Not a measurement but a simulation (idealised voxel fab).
process module | voxel tone inversion
We display cut, a cross-section 200 nm in width whose square cells are each 5 nm.
Cross-section, as written here: a square-cell grid given band by band from the top down, where a band holds one or more rows of cells. Band: top height; bottom height; in nm. Then, left to right: material with width in nm, for each material. "full width": a single material spanning edge to edge. "empty": empty space. Measure heights from 0. That's the level where, below it, the as-received wafer is all one material. The lowest band is bottomless and extends downward; write it as in "0 and below". A width given as "30 to 40" starts at the first number in the band's top row and ends at the second number in its bottom row, shifting by an equal amount at every step from row to row. You'll sometimes find "no alterations made" written for a step, and that's the way of saying that nowhere in the cross-section did a cell change during that step. "Non-vented voids" - sealed voids, min. 8 cells, no opening to top; format: width x height at distance (distance from left edge; nm throughout). Past the settings on a step's line: simulator remark, on that step. When a step includes a mask, the "overlay nm" setting on its line states how far to the right of its planned place that mask lay, and negative values state how far to the left.

So here's the lineup of process steps we planned:
| 1 | RECEIVE (material Si) |
| 2 | CONFORMAL_DEP (material SiN; thk nm 10) |
| 3 | DIRECTIONAL_DEP (material aC; thk nm 15) |
| 4 | PATTERN (tone cover; mask id POSTS; material resist; width nm 15; pitch nm 35; thk nm 20; overlay nm 0) |
| 5 | DIRECTIONAL_ETCH (etch materials aC; depth nm 15) |
| 6 | STRIP (etch materials resist) |
| 7 | FILL_DEP (material SiO2; thk nm 10) |
| 8 | CMP (height nm 25) |
| 9 | STRIP (etch materials aC) |

Below: the first of two wafers, run as planned:

Incoming wafer in cross-section (state: after step 1):
* 0 and below = Si full width
* Non-vented voids: none

Step 2 complete: cross-section through the wafer:
* 10 down to 0 = SiN full width
* No changes below 0.

Step 3 complete: cross-section through the wafer:
* 25 down to 10 = aC full width
* No changes below 10.

Step 4 complete: cross-section through the wafer:
* 45 down to 25 = empty: 55 | resist: 15 | empty: 20 | resist: 15 | empty: 20 | resist: 15 | empty: 60
* No changes below 25.

Step 5 complete: cross-section through the wafer:
* 30 down to 25 = empty: 55 | resist: 15 | empty: 20 | resist: 15 | empty: 20 | resist: 15 | empty: 60
* 25 down to 10 = empty: 55 | aC: 15 | empty: 20 | aC: 15 | empty: 20 | aC: 15 | empty: 60
* No changes below 10.

Step 6 complete: cross-section through the wafer:
* 25 down to 10 = empty: 55 | aC: 15 | empty: 20 | aC: 15 | empty: 20 | aC: 15 | empty: 60
* No changes below 10.

Step 7 complete: cross-section through the wafer:
* 35 down to 25 = SiO2 full width
* 25 down to 10 = SiO2: 55 | aC: 15 | SiO2: 20 | aC: 15 | SiO2: 20 | aC: 15 | SiO2: 60
* No changes below 10.

Step 8 complete: cross-section through the wafer:
* 25 down to 10 = SiO2: 55 | aC: 15 | SiO2: 20 | aC: 15 | SiO2: 20 | aC: 15 | SiO2: 60
* No changes below 10.

Step 9 complete: cross-section through the wafer:
* 25 down to 10 = SiO2: 55 | empty: 15 | SiO2: 20 | empty: 15 | SiO2: 20 | empty: 15 | SiO2: 60
* No changes below 10.

For the second wafer, take the first wafer's start and plan, then add one mistake made in running it; everything through step 3, that step included, is shared with the first:

Second wafer cross-section, taken as of the time the plan sets for step 4 to be done:
* 45 down to 25 = empty: 55 | resist: 20 | empty: 15 | resist: 20 | empty: 15 | resist: 20 | empty: 55
* No changes below 25.

Second wafer cross-section, taken as of the time the plan sets for step 5 to be done:
* 30 down to 25 = empty: 55 | resist: 20 | empty: 15 | resist: 20 | empty: 15 | resist: 20 | empty: 55
* 25 down to 10 = empty: 55 | aC: 20 | empty: 15 | aC: 20 | empty: 15 | aC: 20 | empty: 55
* No changes below 10.

Second wafer cross-section, taken as of the time the plan sets for step 6 to be done:
* 25 down to 10 = empty: 55 | aC: 20 | empty: 15 | aC: 20 | empty: 15 | aC: 20 | empty: 55
* No changes below 10.

Second wafer cross-section, taken as of the time the plan sets for step 7 to be done:
* 35 down to 25 = SiO2 full width
* 25 down to 10 = SiO2: 55 | aC: 20 | SiO2: 15 | aC: 20 | SiO2: 15 | aC: 20 | SiO2: 55
* No changes below 10.

Second wafer cross-section, taken as of the time the plan sets for step 8 to be done:
* 25 down to 10 = SiO2: 55 | aC: 20 | SiO2: 15 | aC: 20 | SiO2: 15 | aC: 20 | SiO2: 55
* No changes below 10.

Second wafer cross-section, taken as of the time the plan sets for step 9 to be done:
* 25 down to 10 = SiO2: 55 | empty: 20 | SiO2: 15 | empty: 20 | SiO2: 15 | empty: 20 | SiO2: 55
* No changes below 10.
Where did the run depart from the plan? heads up, step 4 didn't go per plan, it actually ran as PATTERN (tone cover; mask id POSTS; material resist; width nm 20; pitch nm 35; thk nm 20; overlay nm 0)
Once processing is complete, comparing cell counts shows that the second wafer has more or fewer of certain materials than the first: SiO2: 9 fewer
